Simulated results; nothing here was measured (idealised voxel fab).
process module | voxel plated lines
cross-section cut | 265 nm wide | cells 5 nm
A cross-section is a grid of square cells, given in bands from the top down. A band is one or more rows of cells.
Each band's line starts with the height of the band's top and of its bottom, in nm. Then come its materials from left to right, each with its width in nm. One material with "throughout" fills the band from edge to edge. "air" is empty space.
Height 0 is the level under which the wafer as received is all one material. The lowest band goes on downwards, as in "0 down".
A width such as "30 to 40" changes by the same amount from each row of cells to the next, from the band's top row to its bottom row.
"no change" after a step means that no cell of the cross-section changed.
closed voids: empty space of 8 cells or more with no open way to the top, each as width x height at its distance from the left edge, in nm
after a step's settings: what the simulator itself notes on the step
overlay nm, on a step with a mask: how far to the right of its planned place the mask lay; to the left if negative
plan
1 op RECEIVE | material Si
2 op CONFORMAL_DEP | material SiO2 | thk nm 15
3 op DIRECTIONAL_DEP | material TiN | thk nm 5
4 op PATTERN | tone open | mask id LINES | material resist | width nm 20 | pitch nm 50 | thk nm 20 | overlay nm 0
5 op EPI | material Ru | thk nm 5
6 op STRIP | etch materials resist
7 op DIRECTIONAL_ETCH | etch materials TiN | depth nm 5
8 op CONFORMAL_DEP | material SiN | thk nm 10
first wafer, as planned
as received, after step 1
  0 down: Si throughout
  closed voids: none
after step 2
  15 to 0: SiO2 throughout
  below 0: unchanged
after step 3
  20 to 15: TiN throughout
  below 15: unchanged
after step 4
  40 to 20: resist 45 | air 20 | resist 30 | air 20 | resist 30 | air 20 | resist 30 | air 20 | resist 50
  below 20: unchanged
after step 5
  40 to 25: resist 45 | air 20 | resist 30 | air 20 | resist 30 | air 20 | resist 30 | air 20 | resist 50
  25 to 20: resist 45 | Ru 20 | resist 30 | Ru 20 | resist 30 | Ru 20 | resist 30 | Ru 20 | resist 50
  below 20: unchanged
after step 6
  25 to 20: air 45 | Ru 20 | air 30 | Ru 20 | air 30 | Ru 20 | air 30 | Ru 20 | air 50
  below 20: unchanged
after step 7
  25 to 20: air 45 | Ru 20 | air 30 | Ru 20 | air 30 | Ru 20 | air 30 | Ru 20 | air 50
  20 to 15: air 45 | TiN 20 | air 30 | TiN 20 | air 30 | TiN 20 | air 30 | TiN 20 | air 50
  below 15: unchanged
after step 8
  35 to 25: air 35 | SiN 40 | air 10 | SiN 40 | air 10 | SiN 40 | air 10 | SiN 40 | air 40
  25 to 20: SiN 45 | Ru 20 | SiN 30 | Ru 20 | SiN 30 | Ru 20 | SiN 30 | Ru 20 | SiN 50
  20 to 15: SiN 45 | TiN 20 | SiN 30 | TiN 20 | SiN 30 | TiN 20 | SiN 30 | TiN 20 | SiN 50
  below 15: unchanged
second wafer: like start, like plan, one mistake. Through step 3 it matches the first wafer
when step 4 should have ended
  40 to 20: resist 35 | air 20 | resist 30 | air 20 | resist 30 | air 20 | resist 30 | air 20 | resist 60
  below 20: unchanged
when step 5 should have ended
  40 to 25: resist 35 | air 20 | resist 30 | air 20 | resist 30 | air 20 | resist 30 | air 20 | resist 60
  25 to 20: resist 35 | Ru 20 | resist 30 | Ru 20 | resist 30 | Ru 20 | resist 30 | Ru 20 | resist 60
  below 20: unchanged
when step 6 should have ended
  25 to 20: air 35 | Ru 20 | air 30 | Ru 20 | air 30 | Ru 20 | air 30 | Ru 20 | air 60
  below 20: unchanged
when step 7 should have ended
  25 to 20: air 35 | Ru 20 | air 30 | Ru 20 | air 30 | Ru 20 | air 30 | Ru 20 | air 60
  20 to 15: air 35 | TiN 20 | air 30 | TiN 20 | air 30 | TiN 20 | air 30 | TiN 20 | air 60
  below 15: unchanged
when step 8 should have ended
  35 to 25: air 25 | SiN 40 | air 10 | SiN 40 | air 10 | SiN 40 | air 10 | SiN 40 | air 50
  25 to 20: SiN 35 | Ru 20 | SiN 30 | Ru 20 | SiN 30 | Ru 20 | SiN 30 | Ru 20 | SiN 60
  20 to 15: SiN 35 | TiN 20 | SiN 30 | TiN 20 | SiN 30 | TiN 20 | SiN 30 | TiN 20 | SiN 60
  below 15: unchanged
what went wrong: step 4 ran as: op PATTERN | tone open | mask id LINES | material resist | width nm 20 | pitch nm 50 | thk nm 20 | overlay nm -10
at the end the second wafer has, in cells: as many of each material as the first, in other places
